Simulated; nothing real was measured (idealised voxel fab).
Documented hereafter: the process module known as voxel ribs on slabs.
The figure presents cross-section cut, which has a width of 290 nm and is divided into square cells with an edge length of 5 nm.
We lay out every cross-section as a grid of square cells and spell it out in bands from the top down, where one band means one or more rows of cells. This entry defines a band. It first specifies the height of the band's top and the height of its bottom in nm, and then specifies the band's materials from left to right, stating each material with its width in nm. The word "throughout" identifies a single material that fills the band from edge to edge, while the word "blank" identifies empty space. Heads up on the height convention: 0 is the point under which the incoming wafer is all one material, and the lowest band has no bottom, it just keeps going down, like "top 0, no bottom". The notation "30 to 40" denotes a width that varies across the rows of cells in the band, beginning at the first number in the top row, finishing at the second number in the bottom row, and changing by an identical amount from each row to the next. "nothing got changed" means the step left every cell of the cross-section as it was. Under "Enclosed void list" you'll find the enclosed gaps, the ones with no way out to the top, that are 8 cells or bigger; each reads width x height at distance, with distance counted from the left edge, everything in nm. Read whatever lies past the settings on a step's line as the simulator's own remark about the step. overlay nm: mask offset rightward from planned place, masked step; negative means leftward offset.

## The process steps that were planned are listed below
1. RECEIVE: material Si
2. DIRECTIONAL_DEP: material SiO2, thk nm 30
3. DIRECTIONAL_DEP: material SiN, thk nm 15
4. MASKED_ETCH: tone cover, mask id RIB, width nm 25, etch materials SiN, depth nm 10, overlay nm 0
5. MASKED_ETCH: tone cover, mask id SLAB, width nm 65, etch materials SiN, depth nm 5, overlay nm 0
6. FILL_DEP: material SiO2, thk nm 15
7. CMP: height nm 55
8. DIRECTIONAL_DEP: material TiN, thk nm 10
9. DIRECTIONAL_DEP: material aC, thk nm 10
10. PATTERN: tone cover, mask id HEATER, material resist, width nm 35, thk nm 25, overlay nm 0
11. DIRECTIONAL_ETCH: etch materials aC, depth nm 10
12. STRIP: etch materials resist
13. DIRECTIONAL_ETCH: etch materials TiN, depth nm 10
14. STRIP: etch materials aC
15. CONFORMAL_DEP: material SiO2, thk nm 5

## Below: the first of two wafers, run as planned

## Cross-section, incoming material, after step 1
  top 0, no bottom  Si throughout
  Enclosed void list: none

## How the wafer stands in section after step 2
  top 30, bottom 0  SiO2 throughout
  Unchanged below 0.

## How the wafer stands in section after step 3
  top 45, bottom 30  SiN throughout
  Unchanged below 30.

## How the wafer stands in section after step 4
  top 45, bottom 35  130 nm blank, 25 nm SiN, 135 nm blank
  Unchanged below 35.

## How the wafer stands in section after step 5
  top 45, bottom 35  130 nm blank, 25 nm SiN, 135 nm blank
  top 35, bottom 30  110 nm blank, 65 nm SiN, 115 nm blank
  Unchanged below 30.

## How the wafer stands in section after step 6
  top 60, bottom 45  SiO2 throughout
  top 45, bottom 35  130 nm SiO2, 25 nm SiN, 135 nm SiO2
  top 35, bottom 30  110 nm SiO2, 65 nm SiN, 115 nm SiO2
  Unchanged below 30.

## How the wafer stands in section after step 7
  top 55, bottom 45  SiO2 throughout
  Unchanged below 45.

## How the wafer stands in section after step 8
  top 65, bottom 55  TiN throughout
  Unchanged below 55.

## How the wafer stands in section after step 9
  top 75, bottom 65  aC throughout
  Unchanged below 65.

## How the wafer stands in section after step 10
  top 100, bottom 75  125 nm blank, 35 nm resist, 130 nm blank
  Unchanged below 75.

## How the wafer stands in section after step 11
  top 90, bottom 75  125 nm blank, 35 nm resist, 130 nm blank
  top 75, bottom 65  125 nm blank, 35 nm aC, 130 nm blank
  Unchanged below 65.

## How the wafer stands in section after step 12
  top 75, bottom 65  125 nm blank, 35 nm aC, 130 nm blank
  Unchanged below 65.

## How the wafer stands in section after step 13
  top 75, bottom 65  125 nm blank, 35 nm aC, 130 nm blank
  top 65, bottom 55  125 nm blank, 35 nm TiN, 130 nm blank
  Unchanged below 55.

## How the wafer stands in section after step 14
  top 65, bottom 55  125 nm blank, 35 nm TiN, 130 nm blank
  Unchanged below 55.

## How the wafer stands in section after step 15
  top 70, bottom 65  120 nm blank, 45 nm SiO2, 125 nm blank
  top 65, bottom 60  120 nm blank, 5 nm SiO2, 35 nm TiN, 5 nm SiO2, 125 nm blank
  top 60, bottom 55  125 nm SiO2, 35 nm TiN, 130 nm SiO2
  Unchanged below 55.

## Second wafer, same starting conditions and recipe as the first, one mistake in executing it, nothing differs from the first up to and including step 3

## Second wafer: cross-section at the scheduled end of step 4
  top 45, bottom 35  135 nm blank, 25 nm SiN, 130 nm blank
  Unchanged below 35.

## Second wafer: cross-section at the scheduled end of step 5
  top 45, bottom 35  135 nm blank, 25 nm SiN, 130 nm blank
  top 35, bottom 30  110 nm blank, 65 nm SiN, 115 nm blank
  Unchanged below 30.

## Second wafer: cross-section at the scheduled end of step 6
  top 60, bottom 45  SiO2 throughout
  top 45, bottom 35  135 nm SiO2, 25 nm SiN, 130 nm SiO2
  top 35, bottom 30  110 nm SiO2, 65 nm SiN, 115 nm SiO2
  Unchanged below 30.

## Second wafer: cross-section at the scheduled end of step 7
  top 55, bottom 45  SiO2 throughout
  Unchanged below 45.

## Second wafer: cross-section at the scheduled end of step 8
  top 65, bottom 55  TiN throughout
  Unchanged below 55.

## Second wafer: cross-section at the scheduled end of step 9
  top 75, bottom 65  aC throughout
  Unchanged below 65.

## Second wafer: cross-section at the scheduled end of step 10
  top 100, bottom 75  125 nm blank, 35 nm resist, 130 nm blank
  Unchanged below 75.

## Second wafer: cross-section at the scheduled end of step 11
  top 90, bottom 75  125 nm blank, 35 nm resist, 130 nm blank
  top 75, bottom 65  125 nm blank, 35 nm aC, 130 nm blank
  Unchanged below 65.

## Second wafer: cross-section at the scheduled end of step 12
  top 75, bottom 65  125 nm blank, 35 nm aC, 130 nm blank
  Unchanged below 65.

## Second wafer: cross-section at the scheduled end of step 13
  top 75, bottom 65  125 nm blank, 35 nm aC, 130 nm blank
  top 65, bottom 55  125 nm blank, 35 nm TiN, 130 nm blank
  Unchanged below 55.

## Second wafer: cross-section at the scheduled end of step 14
  top 65, bottom 55  125 nm blank, 35 nm TiN, 130 nm blank
  Unchanged below 55.

## Second wafer: cross-section at the scheduled end of step 15
  top 70, bottom 65  120 nm blank, 45 nm SiO2, 125 nm blank
  top 65, bottom 60  120 nm blank, 5 nm SiO2, 35 nm TiN, 5 nm SiO2, 125 nm blank
  top 60, bottom 55  125 nm SiO2, 35 nm TiN, 130 nm SiO2
  Unchanged below 55.
what went wrong: step 4 did not use the planned setting and instead ran as MASKED_ETCH: tone cover, mask id RIB, width nm 25, etch materials SiN, depth nm 10, overlay nm 5
If you tally the cells, the second wafer ends up with the same amount of every material as the first; it's all just sitting in different places.
